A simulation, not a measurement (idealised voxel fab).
Presented below is a process module, voxel spacer lines.
cross-section cut | 295 nm wide | cells 5 nm
Reading order for cross-sections: top band down to bottom band. Underlying form: a grid of square cells. Band size: one or more rows of cells.
The entry gives the band's vertical extent as a top height and a bottom height in nm, then its horizontal make-up as materials from left to right, each with a width in nm. "air" stands for empty space; a single material marked "everywhere" fills the band edge to edge.
Measure heights from 0. That's the level where, below it, the as-received wafer is all one material. The lowest band is bottomless and extends downward; write it as in "0..down".
Graded width ("30..40"): value in top row of band = first number; value in bottom row = second number; row-to-row change constant.
The designation "no modification", where it is given for a processing step, indicates that no cell of the cross-section was altered in the course of that step.
"Tabulated closed voids": empty spaces of 8 cells or more with no open way to the top, each given as width x height at distance, distance from the left edge, all in nm.
Anything after a step's settings on that line? It's the simulator's own note about the step.
The optional step-line setting "overlay nm" applies to steps with a mask and quantifies how far to the right of its planned location the mask lay, a negative value indicating leftward placement.
BELOW IS THE LIST OF PLANNED PROCESS STEPS
- 1: RECEIVE,material Si
- 2: CONFORMAL_DEP,material Al2O3,thk nm 5
- 3: DIRECTIONAL_DEP,material polySi,thk nm 10
- 4: DIRECTIONAL_DEP,material aC,thk nm 25
- 5: PATTERN,tone cover,mask id MANDREL,material resist,width nm 20,pitch nm 60,thk nm 35,overlay nm 0
- 6: DIRECTIONAL_ETCH,etch materials aC,depth nm 25
- 7: STRIP,etch materials resist
- 8: CONFORMAL_DEP,material SiO2,thk nm 10
- 9: DIRECTIONAL_ETCH,etch materials SiO2,depth nm 10
- 10: STRIP,etch materials aC
- 11: DIRECTIONAL_ETCH,etch materials polySi,depth nm 10
- 12: STRIP,etch materials SiO2
- 13: FILL_DEP,material lowk,thk nm 5
- 14: CMP,height nm 15
AS RECEIVED (POST STEP 1): CROSS-SECTION
	0..down  Si everywhere
	Tabulated closed voids: none
THE CROSS-SECTION SHOWN CORRESPONDS TO THE WAFER AT THE CONCLUSION OF THE MODULE. THE INITIAL STRUCTURE AND THE PROCESS PLAN ARE THOSE PRESENTED ABOVE; HOWEVER, ONE MISTAKE OCCURRED IN EXECUTING THE PLAN
	15..5  65 nm lowk  10 nm polySi  20 nm lowk  10 nm polySi  20 nm lowk  10 nm polySi  20 nm lowk  10 nm polySi  20 nm lowk  10 nm polySi  20 nm lowk  10 nm polySi  70 nm lowk
	5..0  polySi everywhere
	0..down  Si everywhere
	Tabulated closed voids: none
Processing error: step 2 ran differently from the plan; actual operation with settings: CONFORMAL_DEP,material polySi,thk nm 5
